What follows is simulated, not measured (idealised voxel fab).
Name of the process module below: voxel capacitor over wiring
The width of the displayed cross-section, cut, is 255 nm; its cells are square, with a size of 5 nm.
A cross-section is written here as square cells arranged in a grid, and it is given in bands from the top down, each band taking up one or more rows of cells.
Each band's line starts with the height of the band's top and of its bottom, in nm. Then come its materials from left to right, each with its width in nm. One material with "edge to edge" fills the band from edge to edge. "air" is empty space.
Heads up on the height convention: 0 is the point under which the incoming wafer is all one material, and the lowest band has no bottom, it just keeps going down, like "from 0 down".
It should be noted that a width expressed as "30 to 40" varies in equal increments from row to row of cells within the band, taking the value of the first number at the top row and that of the second number at the bottom row.
Key: "no change occurred" - step with no changed cell in the cross-section.
In the "Sealed cavities" entry, you get each enclosed empty space of 8 cells or more, one with no open way to the top, written width x height at distance, distance from the left edge, in nm.
If you see something after the settings on a step's line, that's the simulator's own remark about that step.
The optional step-line setting "overlay nm" applies to steps with a mask and quantifies how far to the right of its planned location the mask lay, a negative value indicating leftward placement.
**The process steps that were planned are listed below**
1) RECEIVE [material Si]
2) CONFORMAL_DEP [material SiO2] [thk nm 15]
3) DIRECTIONAL_DEP [material TiN] [thk nm 5]
4) DIRECTIONAL_DEP [material Ru] [thk nm 15]
5) PATTERN [tone cover] [mask id METAL_1] [material resist] [width nm 30] [pitch nm 95] [thk nm 15] [overlay nm 0]
6) DIRECTIONAL_ETCH [etch materials Ru] [depth nm 15]
7) DIRECTIONAL_ETCH [etch materials TiN] [depth nm 5]
8) STRIP [etch materials resist]
9) FILL_DEP [material lowk] [thk nm 5]
10) CMP [height nm 35]
11) CONFORMAL_DEP [material SiCN] [thk nm 5]
12) DIRECTIONAL_DEP [material SiO2] [thk nm 10]
13) MASKED_ETCH [tone open] [mask id PLUG_1] [width nm 15] [etch materials SiO2] [depth nm 10] [overlay nm 0]
14) MASKED_ETCH [tone open] [mask id PLUG_1] [width nm 15] [etch materials SiCN] [depth nm 5] [overlay nm 0]
15) EPI [material Ru] [thk nm 10]
16) EPI [material Ru] [thk nm 5]
17) DIRECTIONAL_DEP [material TiN] [thk nm 5]
18) DIRECTIONAL_DEP [material HfO2] [thk nm 5]
19) DIRECTIONAL_DEP [material TiN] [thk nm 5]
20) DIRECTIONAL_DEP [material aC] [thk nm 10]
21) PATTERN [tone cover] [mask id UPPER_PLATE] [material resist] [width nm 70] [thk nm 25] [overlay nm 0]
22) DIRECTIONAL_ETCH [etch materials aC] [depth nm 10]
23) STRIP [etch materials resist]
24) DIRECTIONAL_ETCH [etch materials TiN] [depth nm 5]
25) DIRECTIONAL_ETCH [etch materials HfO2] [depth nm 5]
26) STRIP [etch materials aC]
27) PATTERN [tone cover] [mask id LOWER_PLATE] [material resist] [width nm 80] [thk nm 15] [overlay nm 0]
28) DIRECTIONAL_ETCH [etch materials TiN] [depth nm 5]
29) STRIP [etch materials resist]
30) FILL_DEP [material SiO2] [thk nm 15]
31) CMP [height nm 75]
32) PATTERN [tone open] [mask id PLUG_2] [material resist] [width nm 15] [thk nm 15] [overlay nm 0]
33) DIRECTIONAL_ETCH [etch materials SiO2] [depth nm 10]
34) STRIP [etch materials resist]
35) CONFORMAL_DEP [material TiN] [thk nm 5]
36) FILL_DEP [material Cu] [thk nm 10]
37) CMP [height nm 75]
38) CONFORMAL_DEP [material SiCN] [thk nm 5]
**Incoming wafer, cross-sectional view, post step 1**
from 0 down  Si edge to edge
Sealed cavities: none
**Figure: cross-sectional view of the wafer upon completion of the module, processed from the initial state and according to the plan depicted above, with one error introduced during execution**
from 80 to 75  SiCN edge to edge
from 75 to 70  SiO2: 90; TiN: 5; Cu: 10; TiN: 5; SiO2: 145
from 70 to 60  SiO2: 90 to 80; TiN: 20 to 70; SiO2: 145 to 105
from 60 to 55  SiO2: 80; HfO2: 70; SiO2: 105
from 55 to 50  SiO2: 75; TiN: 80; SiO2: 100
from 50 to 40  SiO2: 80; Ru: 15; SiO2: 160
from 40 to 35  SiCN: 80; Ru: 15; SiCN: 160
from 35 to 20  lowk: 65; Ru: 30; lowk: 65; Ru: 30; lowk: 65
from 20 to 15  lowk: 65; TiN: 30; lowk: 65; TiN: 30; lowk: 65
from 15 to 0  SiO2 edge to edge
from 0 down  Si edge to edge
Sealed cavities: none
What went wrong in running the wafer? step 32 off recipe, ran as PATTERN [tone open] [mask id PLUG_2] [material resist] [width nm 20] [thk nm 15] [overlay nm 0]
